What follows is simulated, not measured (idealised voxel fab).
Process module in this document: voxel self aligned contacts
The width of the displayed cross-section, cut, is 265 nm; its cells are square, with a size of 5 nm.
Throughout this document, each cross-section is represented as a grid of square cells and is presented as a sequence of bands enumerated from the top downward, where a band comprises one or more rows of cells.
Quick guide to a band line: top height, bottom height (nm) up front; then every material left to right with its width in nm. Only one material and it's marked "throughout"? Then it fills the band edge to edge. And "blank" just means empty space.
Height is counted from the level 0, under which the received wafer is composed throughout of one material. The lowest of the bands is not closed at the bottom but continues downward, in the notation "from 0 down".
When a width is written as two numbers, as in "30..40", the first number is the width in the top row of cells of the band and the second is the width in its bottom row, and the width changes by the same amount from each row to the next.
No cell of the cross-section changed in a step that is given as "remains unaltered".
"Unvented internal voids" contains a list of empty spaces, each no smaller than 8 cells and without an open way to the top, written in the form width x height at distance with the distance from the left edge and all three in nm.
Formally, on a step line, whatever follows the settings is a remark that the simulator itself makes on the step.
The "overlay nm" setting may appear on a step's line; for a step that uses a mask, it gives how far to the right of its planned position the mask lay, and a negative value indicates the left.
# Process steps foreseen in the plan
step 1: RECEIVE: material Si
step 2: OXIDIZE: depth nm 5
step 3: DIRECTIONAL_DEP: material polySi, thk nm 20
step 4: DIRECTIONAL_DEP: material SiN, thk nm 15
step 5: PATTERN: tone cover, mask id GATE, material resist, width nm 35, pitch nm 70, thk nm 20, overlay nm 0
step 6: DIRECTIONAL_ETCH: etch materials SiN, depth nm 15
step 7: DIRECTIONAL_ETCH: etch materials polySi, depth nm 20
step 8: STRIP: etch materials resist
step 9: CONFORMAL_DEP: material SiN, thk nm 5
step 10: DIRECTIONAL_ETCH: etch materials SiN, depth nm 5
step 11: FILL_DEP: material SiO2, thk nm 15
step 12: CMP: height nm 40
step 13: PATTERN: tone open, mask id CONTACT, material resist, width nm 45, thk nm 15, overlay nm -15
step 14: DIRECTIONAL_ETCH: etch materials SiO2, depth nm 45
step 15: STRIP: etch materials resist
step 16: CONFORMAL_DEP: material TiN, thk nm 5
step 17: FILL_DEP: material Ru, thk nm 5
step 18: CMP: height nm 40
step 19: CONFORMAL_DEP: material SiN, thk nm 5
What sets these wafers apart? The overlay nm at step 13. They all start alike, and the plan carries the first wafer's value.
# Cross-section: the first of several wafers in its as-received state, i.e. following step 1
	from 0 down = Si throughout
	Unvented internal voids: none
# First of several wafers: cross-section at the end of the module, after step 19, its last step
	from 45 to 40 = SiN throughout
	from 40 to 35 = SiO2 95  TiN 30  Ru 10  TiN 5  SiO2 125
	from 35 to 20 = SiO2 75  SiN 45  TiN 5  Ru 10  TiN 5  SiO2 5  SiN 45  SiO2 75
	from 20 to 0 = SiO2 75  SiN 5  polySi 35  SiN 5  TiN 5  Ru 10  TiN 5  SiO2 5  SiN 5  polySi 35  SiN 5  SiO2 75
	from 0 to -5 = SiO2 120  TiN 20  SiO2 125
	from -5 down = Si throughout
	Unvented internal voids: none
# Here's the last wafer cross-sectioned at the end of the module
	from 45 to 40 = SiN throughout
	from 40 to 35 = SiO2 125  TiN 5  Ru 10  TiN 30  SiO2 95
	from 35 to 20 = SiO2 75  SiN 45  SiO2 5  TiN 5  Ru 10  TiN 5  SiN 45  SiO2 75
	from 20 to 0 = SiO2 75  SiN 5  polySi 35  SiN 5  SiO2 5  TiN 5  Ru 10  TiN 5  SiN 5  polySi 35  SiN 5  SiO2 75
	from 0 to -5 = SiO2 125  TiN 20  SiO2 120
	from -5 down = Si throughout
	Unvented internal voids: none
# Where each wafer stands at the end of the module, a row apiece: cells of each material gained (+) or lost (-) since it was received, then closed voids
overlay nm -15, +16 Ru, -53 Si, +123 SiN, +310 SiO2, +25 TiN, +56 polySi, Unvented internal voids: none
overlay nm -10, +24 Ru, -53 Si, +123 SiN, +302 SiO2, +25 TiN, +56 polySi, Unvented internal voids: none
overlay nm -5, +24 Ru, -53 Si, +123 SiN, +302 SiO2, +25 TiN, +56 polySi, Unvented internal voids: none
overlay nm 0, +24 Ru, -53 Si, +123 SiN, +302 SiO2, +25 TiN, +56 polySi, Unvented internal voids: none
overlay nm 5, +24 Ru, -53 Si, +123 SiN, +302 SiO2, +25 TiN, +56 polySi, Unvented internal voids: none
overlay nm 10, +24 Ru, -53 Si, +123 SiN, +302 SiO2, +25 TiN, +56 polySi, Unvented internal voids: none
overlay nm 15, +16 Ru, -53 Si, +123 SiN, +310 SiO2, +25 TiN, +56 polySi, Unvented internal voids: none
